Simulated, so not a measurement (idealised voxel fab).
This section sets out a process module, namely voxel capacitor over wiring.
Cross-sectional view cut (width: 290 nm; square cell size: 5 nm).
In what follows, cross-sections appear as grids of square cells, described through bands that run from the top down, where every band is one or more rows of cells. Per band: top height and bottom height in nm, followed by the left-to-right materials and their widths in nm; "all across" marks a single material spanning edge to edge, "empty" marks empty space. We count height from 0. Below that, the starting wafer is all one material. The lowest band never ends at the bottom but goes on down; see "0..down" for how that is written. Think of "30..40" as a width that walks from the first number to the second as you go down the band, top row to bottom row, taking equal-sized steps from row to row. "no change" -> step changed no cross-section cell. Heads up: "closed voids" only lists the empty pockets with no open path to the top that are 8 cells or more, and it writes them as width x height at distance, distance from the left edge, in nm. Heads up: the bit after the settings on a step's line is the simulator's remark on that step. The line of a step may include "overlay nm". On a step with a mask, this value is how far to the right of its planned place the mask lay. A negative value means the mask lay to the left.
Process steps foreseen in the plan:
| 1 | RECEIVE: material Si |
| 2 | CONFORMAL_DEP: material SiO2, thk nm 10 |
| 3 | CONFORMAL_DEP: material SiCN, thk nm 5 |
| 4 | DIRECTIONAL_DEP: material SiO2, thk nm 25 |
| 5 | PATTERN: tone open, mask id METAL_1, material resist, width nm 20, pitch nm 80, thk nm 15, overlay nm 0 |
| 6 | DIRECTIONAL_ETCH: etch materials SiO2, depth nm 25 |
| 7 | DIRECTIONAL_ETCH: etch materials SiCN, depth nm 5 |
| 8 | STRIP: etch materials resist |
| 9 | CONFORMAL_DEP: material TiN, thk nm 5 |
| 10 | FILL_DEP: material Cu, thk nm 10 |
| 11 | CMP: height nm 40 |
| 12 | CONFORMAL_DEP: material SiCN, thk nm 5 |
| 13 | DIRECTIONAL_DEP: material lowk, thk nm 15 |
| 14 | MASKED_ETCH: tone open, mask id PLUG_1, width nm 15, etch materials lowk, depth nm 15, overlay nm 0 |
| 15 | MASKED_ETCH: tone open, mask id PLUG_1, width nm 15, etch materials SiCN, depth nm 5, overlay nm 0 |
| 16 | CONFORMAL_DEP: material TiN, thk nm 5 |
| 17 | FILL_DEP: material Cu, thk nm 10 |
| 18 | CMP: height nm 60 |
| 19 | DIRECTIONAL_DEP: material TiN, thk nm 10 |
| 20 | DIRECTIONAL_DEP: material Al2O3, thk nm 5 |
| 21 | DIRECTIONAL_DEP: material TiN, thk nm 5 |
| 22 | DIRECTIONAL_DEP: material aC, thk nm 15 |
| 23 | PATTERN: tone cover, mask id UPPER_PLATE, material resist, width nm 65, thk nm 35, overlay nm 0 |
| 24 | DIRECTIONAL_ETCH: etch materials aC, depth nm 15 |
| 25 | STRIP: etch materials resist |
| 26 | DIRECTIONAL_ETCH: etch materials TiN, depth nm 5 |
| 27 | DIRECTIONAL_ETCH: etch materials Al2O3, depth nm 5 |
| 28 | STRIP: etch materials aC |
| 29 | PATTERN: tone cover, mask id LOWER_PLATE, material resist, width nm 75, thk nm 20, overlay nm 0 |
| 30 | DIRECTIONAL_ETCH: etch materials TiN, depth nm 10 |
| 31 | STRIP: etch materials resist |
| 32 | FILL_DEP: material SiO2, thk nm 15 |
| 33 | CMP: height nm 90 |
| 34 | DIRECTIONAL_DEP: material aC, thk nm 10 |
| 35 | PATTERN: tone open, mask id PLUG_2, material resist, width nm 15, thk nm 25, overlay nm 0 |
| 36 | DIRECTIONAL_ETCH: etch materials aC, depth nm 10 |
| 37 | STRIP: etch materials resist |
| 38 | DIRECTIONAL_ETCH: etch materials SiO2, depth nm 10 |
| 39 | STRIP: etch materials aC |
| 40 | CONFORMAL_DEP: material TiN, thk nm 5 |
| 41 | FILL_DEP: material Ru, thk nm 5 |
| 42 | CMP: height nm 90 |
| 43 | CONFORMAL_DEP: material SiN, thk nm 5 |
Of two wafers, the first: run according to plan:
Cross-section of the incoming wafer, state after step 1:
* 0..down: Si all across
* closed voids: none
Cross-sectional representation of the wafer at the conclusion of step 2:
* 10..0: SiO2 all across
* below 0: unchanged
Cross-sectional representation of the wafer at the conclusion of step 3:
* 15..10: SiCN all across
* below 10: unchanged
Cross-sectional representation of the wafer at the conclusion of step 4:
* 40..15: SiO2 all across
* below 15: unchanged
Cross-sectional representation of the wafer at the conclusion of step 5:
* 55..40: resist: 95, empty: 20, resist: 60, empty: 20, resist: 95
* below 40: unchanged
Cross-sectional representation of the wafer at the conclusion of step 6:
* 55..40: resist: 95, empty: 20, resist: 60, empty: 20, resist: 95
* 40..15: SiO2: 95, empty: 20, SiO2: 60, empty: 20, SiO2: 95
* below 15: unchanged
Cross-sectional representation of the wafer at the conclusion of step 7:
* 55..40: resist: 95, empty: 20, resist: 60, empty: 20, resist: 95
* 40..15: SiO2: 95, empty: 20, SiO2: 60, empty: 20, SiO2: 95
* 15..10: SiCN: 95, empty: 20, SiCN: 60, empty: 20, SiCN: 95
* below 10: unchanged
Cross-sectional representation of the wafer at the conclusion of step 8:
* 40..15: SiO2: 95, empty: 20, SiO2: 60, empty: 20, SiO2: 95
* below 15: unchanged
Cross-sectional representation of the wafer at the conclusion of step 9:
* 45..40: TiN: 100, empty: 10, TiN: 70, empty: 10, TiN: 100
* 40..15: SiO2: 95, TiN: 5, empty: 10, TiN: 5, SiO2: 60, TiN: 5, empty: 10, TiN: 5, SiO2: 95
* 15..10: SiCN: 95, TiN: 20, SiCN: 60, TiN: 20, SiCN: 95
* below 10: unchanged
Cross-sectional representation of the wafer at the conclusion of step 10:
* 55..45: Cu all across
* 45..40: TiN: 100, Cu: 10, TiN: 70, Cu: 10, TiN: 100
* 40..15: SiO2: 95, TiN: 5, Cu: 10, TiN: 5, SiO2: 60, TiN: 5, Cu: 10, TiN: 5, SiO2: 95
* below 15: unchanged
Cross-sectional representation of the wafer at the conclusion of step 11:
* 40..15: SiO2: 95, TiN: 5, Cu: 10, TiN: 5, SiO2: 60, TiN: 5, Cu: 10, TiN: 5, SiO2: 95
* below 15: unchanged
Cross-sectional representation of the wafer at the conclusion of step 12:
* 45..40: SiCN all across
* below 40: unchanged
Cross-sectional representation of the wafer at the conclusion of step 13:
* 60..45: lowk all across
* below 45: unchanged
Cross-sectional representation of the wafer at the conclusion of step 14:
* 60..45: lowk: 100, empty: 15, lowk: 175
* below 45: unchanged
Cross-sectional representation of the wafer at the conclusion of step 15:
* 60..45: lowk: 100, empty: 15, lowk: 175
* 45..40: SiCN: 100, empty: 15, SiCN: 175
* below 40: unchanged
Cross-sectional representation of the wafer at the conclusion of step 16:
* 65..60: TiN: 105, empty: 5, TiN: 180
* 60..45: lowk: 100, TiN: 5, empty: 5, TiN: 5, lowk: 175
* 45..40: SiCN: 100, TiN: 15, SiCN: 175
* below 40: unchanged
Cross-sectional representation of the wafer at the conclusion of step 17:
* 75..65: Cu all across
* 65..60: TiN: 105, Cu: 5, TiN: 180
* 60..45: lowk: 100, TiN: 5, Cu: 5, TiN: 5, lowk: 175
* below 45: unchanged
Cross-sectional representation of the wafer at the conclusion of step 18:
* 60..45: lowk: 100, TiN: 5, Cu: 5, TiN: 5, lowk: 175
* below 45: unchanged
Cross-sectional representation of the wafer at the conclusion of step 19:
* 70..60: TiN all across
* below 60: unchanged
Cross-sectional representation of the wafer at the conclusion of step 20:
* 75..70: Al2O3 all across
* below 70: unchanged
Cross-sectional representation of the wafer at the conclusion of step 21:
* 80..75: TiN all across
* below 75: unchanged
Cross-sectional representation of the wafer at the conclusion of step 22:
* 95..80: aC all across
* below 80: unchanged
Cross-sectional representation of the wafer at the conclusion of step 23:
* 130..95: empty: 100, resist: 65, empty: 125
* below 95: unchanged
Cross-sectional representation of the wafer at the conclusion of step 24:
* 115..95: empty: 100, resist: 65, empty: 125
* 95..80: empty: 100, aC: 65, empty: 125
* below 80: unchanged
Cross-sectional representation of the wafer at the conclusion of step 25:
* 95..80: empty: 100, aC: 65, empty: 125
* below 80: unchanged
Cross-sectional representation of the wafer at the conclusion of step 26:
* 95..80: empty: 100, aC: 65, empty: 125
* 80..75: empty: 100, TiN: 65, empty: 125
* below 75: unchanged
Cross-sectional representation of the wafer at the conclusion of step 27:
* 95..80: empty: 100, aC: 65, empty: 125
* 80..75: empty: 100, TiN: 65, empty: 125
* 75..70: empty: 100, Al2O3: 65, empty: 125
* below 70: unchanged
Cross-sectional representation of the wafer at the conclusion of step 28:
* 80..75: empty: 100, TiN: 65, empty: 125
* below 75: unchanged
Cross-sectional representation of the wafer at the conclusion of step 29:
* 100..80: empty: 95, resist: 75, empty: 120
* 80..75: empty: 95, resist: 5, TiN: 65, resist: 5, empty: 120
* 75..70: empty: 95, resist: 5, Al2O3: 65, resist: 5, empty: 120
* below 70: unchanged
Cross-sectional representation of the wafer at the conclusion of step 30:
* 100..80: empty: 95, resist: 75, empty: 120
* 80..75: empty: 95, resist: 5, TiN: 65, resist: 5, empty: 120
* 75..70: empty: 95, resist: 5, Al2O3: 65, resist: 5, empty: 120
* 70..60: empty: 95, TiN: 75, empty: 120
* below 60: unchanged
Cross-sectional representation of the wafer at the conclusion of step 31:
* 80..75: empty: 100, TiN: 65, empty: 125
* 75..70: empty: 100, Al2O3: 65, empty: 125
* below 70: unchanged
Cross-sectional representation of the wafer at the conclusion of step 32:
* 95..80: SiO2 all across
* 80..75: SiO2: 100, TiN: 65, SiO2: 125
* 75..70: SiO2: 100, Al2O3: 65, SiO2: 125
* 70..60: SiO2: 95, TiN: 75, SiO2: 120
* below 60: unchanged
Cross-sectional representation of the wafer at the conclusion of step 33:
* 90..80: SiO2 all across
* below 80: unchanged
Cross-sectional representation of the wafer at the conclusion of step 34:
* 100..90: aC all across
* below 90: unchanged
Cross-sectional representation of the wafer at the conclusion of step 35:
* 125..100: resist: 110, empty: 15, resist: 165
* below 100: unchanged
Cross-sectional representation of the wafer at the conclusion of step 36:
* 115..100: resist: 110, empty: 15, resist: 165
* 100..90: aC: 110, empty: 15, aC: 165
* below 90: unchanged
Cross-sectional representation of the wafer at the conclusion of step 37:
* 100..90: aC: 110, empty: 15, aC: 165
* below 90: unchanged
Cross-sectional representation of the wafer at the conclusion of step 38:
* 100..90: aC: 110, empty: 15, aC: 165
* 90..80: SiO2: 110, empty: 15, SiO2: 165
* below 80: unchanged
Cross-sectional representation of the wafer at the conclusion of step 39:
* 90..80: SiO2: 110, empty: 15, SiO2: 165
* below 80: unchanged
Cross-sectional representation of the wafer at the conclusion of step 40:
* 95..90: TiN: 115, empty: 5, TiN: 170
* 90..85: SiO2: 110, TiN: 5, empty: 5, TiN: 5, SiO2: 165
* 85..75: SiO2: 110..100, TiN: 15..65, SiO2: 165..125
* below 75: unchanged
Cross-sectional representation of the wafer at the conclusion of step 41:
* 100..95: Ru all across
* 95..90: TiN: 115, Ru: 5, TiN: 170
* 90..85: SiO2: 110, TiN: 5, Ru: 5, TiN: 5, SiO2: 165
* below 85: unchanged
Cross-sectional representation of the wafer at the conclusion of step 42:
* 90..85: SiO2: 110, TiN: 5, Ru: 5, TiN: 5, SiO2: 165
* below 85: unchanged
Cross-sectional representation of the wafer at the conclusion of step 43:
* 95..90: SiN all across
* below 90: unchanged
Second Wafer (Identical Start and Plan, One Processing Error; Matches First Wafer Through Step 19):
Cross-section of the second wafer at the time by which step 20 should have been completed according to the plan:
* 85..70: Al2O3 all across
* below 70: unchanged
Cross-section of the second wafer at the time by which step 21 should have been completed according to the plan:
* 90..85: TiN all across
* below 85: unchanged
Cross-section of the second wafer at the time by which step 22 should have been completed according to the plan:
* 105..90: aC all across
* below 90: unchanged
Cross-section of the second wafer at the time by which step 23 should have been completed according to the plan:
* 140..105: empty: 100, resist: 65, empty: 125
* below 105: unchanged
Cross-section of the second wafer at the time by which step 24 should have been completed according to the plan:
* 125..105: empty: 100, resist: 65, empty: 125
* 105..90: empty: 100, aC: 65, empty: 125
* below 90: unchanged
Cross-section of the second wafer at the time by which step 25 should have been completed according to the plan:
* 105..90: empty: 100, aC: 65, empty: 125
* below 90: unchanged
Cross-section of the second wafer at the time by which step 26 should have been completed according to the plan:
* 105..90: empty: 100, aC: 65, empty: 125
* 90..85: empty: 100, TiN: 65, empty: 125
* below 85: unchanged
Cross-section of the second wafer at the time by which step 27 should have been completed according to the plan:
* 105..90: empty: 100, aC: 65, empty: 125
* 90..85: empty: 100, TiN: 65, empty: 125
* 85..80: empty: 100, Al2O3: 65, empty: 125
* below 80: unchanged
Cross-section of the second wafer at the time by which step 28 should have been completed according to the plan:
* 90..85: empty: 100, TiN: 65, empty: 125
* below 85: unchanged
Cross-section of the second wafer at the time by which step 29 should have been completed according to the plan:
* 110..90: empty: 95, resist: 75, empty: 120
* 90..85: empty: 95, resist: 5, TiN: 65, resist: 5, empty: 120
* 85..80: empty: 95, resist: 5, Al2O3: 65, resist: 5, empty: 120
* below 80: unchanged
Cross-section of the second wafer at the time by which step 30 should have been completed according to the plan: no change
Cross-section of the second wafer at the time by which step 31 should have been completed according to the plan:
* 90..85: empty: 100, TiN: 65, empty: 125
* 85..80: empty: 100, Al2O3: 65, empty: 125
* below 80: unchanged
Cross-section of the second wafer at the time by which step 32 should have been completed according to the plan:
* 105..90: SiO2 all across
* 90..85: SiO2: 100, TiN: 65, SiO2: 125
* 85..80: SiO2: 100, Al2O3: 65, SiO2: 125
* below 80: unchanged
Cross-section of the second wafer at the time by which step 33 should have been completed according to the plan:
* 90..85: SiO2: 100, TiN: 65, SiO2: 125
* below 85: unchanged
Cross-section of the second wafer at the time by which step 34 should have been completed according to the plan:
* 100..90: aC all across
* below 90: unchanged
Cross-section of the second wafer at the time by which step 35 should have been completed according to the plan:
* 125..100: resist: 110, empty: 15, resist: 165
* below 100: unchanged
Cross-section of the second wafer at the time by which step 36 should have been completed according to the plan:
* 115..100: resist: 110, empty: 15, resist: 165
* 100..90: aC: 110, empty: 15, aC: 165
* below 90: unchanged
Cross-section of the second wafer at the time by which step 37 should have been completed according to the plan:
* 100..90: aC: 110, empty: 15, aC: 165
* below 90: unchanged
Cross-section of the second wafer at the time by which step 38 should have been completed according to the plan: no change
Cross-section of the second wafer at the time by which step 39 should have been completed according to the plan:
* 90..85: SiO2: 100, TiN: 65, SiO2: 125
* below 85: unchanged
Cross-section of the second wafer at the time by which step 40 should have been completed according to the plan:
* 95..90: TiN all across
* below 90: unchanged
Cross-section of the second wafer at the time by which step 41 should have been completed according to the plan:
* 100..95: Ru all across
* below 95: unchanged
Cross-section of the second wafer at the time by which step 42 should have been completed according to the plan:
* 90..85: SiO2: 100, TiN: 65, SiO2: 125
* below 85: unchanged
Cross-section of the second wafer at the time by which step 43 should have been completed according to the plan:
* 95..90: SiN all across
* below 90: unchanged
Error vs. plan: step 20 did not happen as planned, as run it was DIRECTIONAL_DEP: material Al2O3, thk nm 15
Final wafer comparison in cells, second versus first, more or fewer per material: Al2O3 +116, Ru -1, SiO2 -196, TiN +81
